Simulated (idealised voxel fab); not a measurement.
This section sets out a process module, namely voxel air gaps.
This is section cut - it's 175 nm across, gridded in 5 nm square cells.
The cross-sections in this document take the form of a grid made of square cells. They are written out as bands, in order from top to bottom. Each band consists of one or more rows of cells. Band: top and bottom heights (nm) first, top before bottom; then materials from left to right, widths in nm. "throughout" marks a sole material filling the band edge to edge. "empty" denotes empty space. Convention: height 0 is the level below which the wafer, as received, is all one material. The lowest band does not terminate at the bottom but continues downward, represented as "from 0 down". The expression "30..40" gives the width at the extremes of the band, the first number at its top row of cells and the second at its bottom row, with the width changing by equal amounts from each row to the next in between. "remained the same", as given for a step, is the statement that not any cell of the cross-section underwent a change during that step. Reported under the label "Enclosed void entries" are the empty spaces having no open way to the top and comprising 8 cells or more; the notation for each is width x height at distance, in which the distance is measured from the left edge and all three values are in nm. Post-settings text on a step line: simulator's own remark regarding the step. Among the settings permitted on a step's line is "overlay nm"; applied to a step with a mask, it specifies the extent to which the mask lay to the right of its planned position, whereas a negative figure signifies a position to the left.
PLANNED PROCESS STEPS
| 1 | RECEIVE [material Si] |
| 2 | CONFORMAL_DEP [material SiO2] [thk nm 15] |
| 3 | CONFORMAL_DEP [material SiCN] [thk nm 5] |
| 4 | DIRECTIONAL_DEP [material lowk] [thk nm 35] |
| 5 | DIRECTIONAL_DEP [material aC] [thk nm 15] |
| 6 | PATTERN [tone open] [mask id LINES] [material resist] [width nm 20] [pitch nm 50] [thk nm 35] [overlay nm 0] |
| 7 | DIRECTIONAL_ETCH [etch materials aC] [depth nm 15] |
| 8 | STRIP [etch materials resist] |
| 9 | DIRECTIONAL_ETCH [etch materials lowk] [depth nm 35] |
| 10 | STRIP [etch materials aC] |
| 11 | CONFORMAL_DEP [material TiN] [thk nm 5] |
| 12 | FILL_DEP [material W] [thk nm 10] |
| 13 | CMP [height nm 55] |
| 14 | EPI [material Ru] [thk nm 10] |
| 15 | SELECTIVE_ETCH [etch materials lowk] [depth nm 45] |
| 16 | CONFORMAL_DEP [material SiCN] [thk nm 5] |
HERE'S WHAT THE WAFER LOOKED LIKE IN CROSS-SECTION WHEN IT ARRIVED - THAT'S AFTER STEP 1
	from 0 down = Si throughout
	Enclosed void entries: none
FINAL WAFER PROFILE IN CROSS-SECTION AFTER THE MODULE, FROM THE SAME START AND PLAN AS ABOVE, WITH ONE MISTAKE MADE DURING PROCESSING
	from 70 to 65 = SiCN throughout
	from 65 to 55 = Ru throughout
	from 55 to 25 = W: 20; TiN: 5; lowk: 20; TiN: 5; W: 20; TiN: 5; lowk: 20; TiN: 5; W: 20; TiN: 5; lowk: 20; TiN: 5; W: 25
	from 25 to 20 = TiN: 25; lowk: 20; TiN: 30; lowk: 20; TiN: 30; lowk: 20; TiN: 30
	from 20 to 15 = SiCN throughout
	from 15 to 0 = SiO2 throughout
	from 0 down = Si throughout
	Enclosed void entries: none
Run error: step 6 ran differently from the plan; actual operation with settings: PATTERN [tone cover] [mask id LINES] [material resist] [width nm 20] [pitch nm 50] [thk nm 35] [overlay nm 0]
